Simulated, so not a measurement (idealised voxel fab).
The following process module bears the name voxel ribs on slabs.
This is section cut - it's 200 nm across, gridded in 5 nm square cells.
Bands, listed from the top down, are how a cross-section gets written in this document; the cross-section itself is a grid of square cells, and a band is one or more rows of them.
Heights first: top, then bottom, in nm. Then materials, left to right, each with a width in nm. "edge to edge" on a single material: fills the band edge to edge. "air": empty space.
The reference from which all heights are counted is 0, the level beneath which the as-received wafer is entirely one material; the lowest band, having no lower bound, proceeds downward and is written after the example "0 down".
Quick explanation for "30 to 40": the width changes in equal steps down the rows of cells, from the first number in the band's top row to the second number in its bottom row.
"everything unchanged" means the step left every cell of the cross-section as it was.
Heads up: "Voids, sealed" only lists the empty pockets with no open path to the top that are 8 cells or more, and it writes them as width x height at distance, distance from the left edge, in nm.
Text after the settings on a step's line: the simulator's own remark on that step.
Steps that use a mask can have "overlay nm" on their line. It says how far the mask sat to the right of where it was meant to be. Negative means to the left.

# Intended process steps
1) RECEIVE [material Si]
2) DIRECTIONAL_DEP [material SiO2] [thk nm 25]
3) DIRECTIONAL_DEP [material polySi] [thk nm 15]
4) MASKED_ETCH [tone cover] [mask id RIB] [width nm 20] [etch materials polySi] [depth nm 10] [overlay nm 0]
5) MASKED_ETCH [tone cover] [mask id SLAB] [width nm 60] [etch materials polySi] [depth nm 5] [overlay nm 0]
6) FILL_DEP [material SiO2] [thk nm 20]
7) CMP [height nm 55]
8) DIRECTIONAL_DEP [material TiN] [thk nm 5]
9) PATTERN [tone cover] [mask id HEATER] [material resist] [width nm 30] [thk nm 15] [overlay nm 0]
10) DIRECTIONAL_ETCH [etch materials TiN] [depth nm 5]
11) STRIP [etch materials resist]
12) CONFORMAL_DEP [material SiN] [thk nm 10]

# This is the cross-section of the wafer as we received it, i.e. after step 1
    0 down = Si edge to edge
    Voids, sealed: none

# first wafer at the end, as planned
    70 to 65 = 75 air, 50 SiN, 75 air
    65 to 60 = SiN edge to edge
    60 to 55 = 85 SiN, 30 TiN, 85 SiN
    55 to 40 = SiO2 edge to edge
    40 to 30 = 90 SiO2, 20 polySi, 90 SiO2
    30 to 25 = 70 SiO2, 60 polySi, 70 SiO2
    25 to 0 = SiO2 edge to edge
    0 down = Si edge to edge
    Voids, sealed: none

# Here is the second of the two wafers cut open at the end of the module - same start, same plan as the first one, but we made one mistake running it
    70 to 65 = 70 air, 60 SiN, 70 air
    65 to 60 = SiN edge to edge
    60 to 55 = 80 SiN, 40 TiN, 80 SiN
    55 to 40 = SiO2 edge to edge
    40 to 30 = 90 SiO2, 20 polySi, 90 SiO2
    30 to 25 = 70 SiO2, 60 polySi, 70 SiO2
    25 to 0 = SiO2 edge to edge
    0 down = Si edge to edge
    Voids, sealed: none
Nonconformance to the process plan: planned and actual differ for step 9; actual: PATTERN [tone cover] [mask id HEATER] [material resist] [width nm 40] [thk nm 15] [overlay nm 0]
End of process, cell counts, second wafer against first, materials with more or fewer: +2 TiN
